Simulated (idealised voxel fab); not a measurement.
The following is a process module called voxel local oxidation.
145 nm wide, 5 nm square cells: that's cross-section cut.
Think of the cross-section as a grid of square cells. We describe it in bands, top to bottom, and each band covers one or more rows of those cells.
Top, bottom (nm), then materials left to right with widths (nm); lone material tagged "throughout" fills the whole band edge to edge; "empty" = empty space.
The reference from which all heights are counted is 0, the level beneath which the as-received wafer is entirely one material; the lowest band, having no lower bound, proceeds downward and is written after the example "0 nm and below".
A width given as "30 to 40" starts at the first number in the band's top row and ends at the second number in its bottom row, shifting by an equal amount at every step from row to row.
Reading "nothing was modified" for a step: not a cell of the cross-section changed in it.
Closed empty spaces (no open way to the top) of 8 cells or more are what "Enclosed internal voids" lists, each as width x height at distance from the left edge, nm for all three.
after a step's settings: what the simulator itself notes on the step
A step line may carry the setting "overlay nm", which, for steps involving a mask, states the distance by which the mask lay to the right of its intended position; negative values denote displacement to the left.
-- Planned step list for the process
1,RECEIVE: material Si
2,OXIDIZE: depth nm 5
3,CONFORMAL_DEP: material SiN, thk nm 10
4,MASKED_ETCH: tone cover, mask id ACTIVE, width nm 110, etch materials SiN, depth nm 10, overlay nm 0
5,SELECTIVE_ETCH: etch materials SiO2, depth nm 5
6,OXIDIZE: depth nm 15
7,STRIP: etch materials SiN
-- Wafer cross-section on receipt, i.e. after step 1
- 0 nm and below = Si throughout
- Enclosed internal voids: none
-- What the wafer looks like in cross-section after this module, when it starts as shown above and follows the plan above but one mistake is made in running it
- -5 nm to -20 nm = SiO2 throughout
- -20 nm and below = Si throughout
- Enclosed internal voids: none
Where did the run depart from the plan? execution of step 3 of the plan did not take place, the step having been omitted
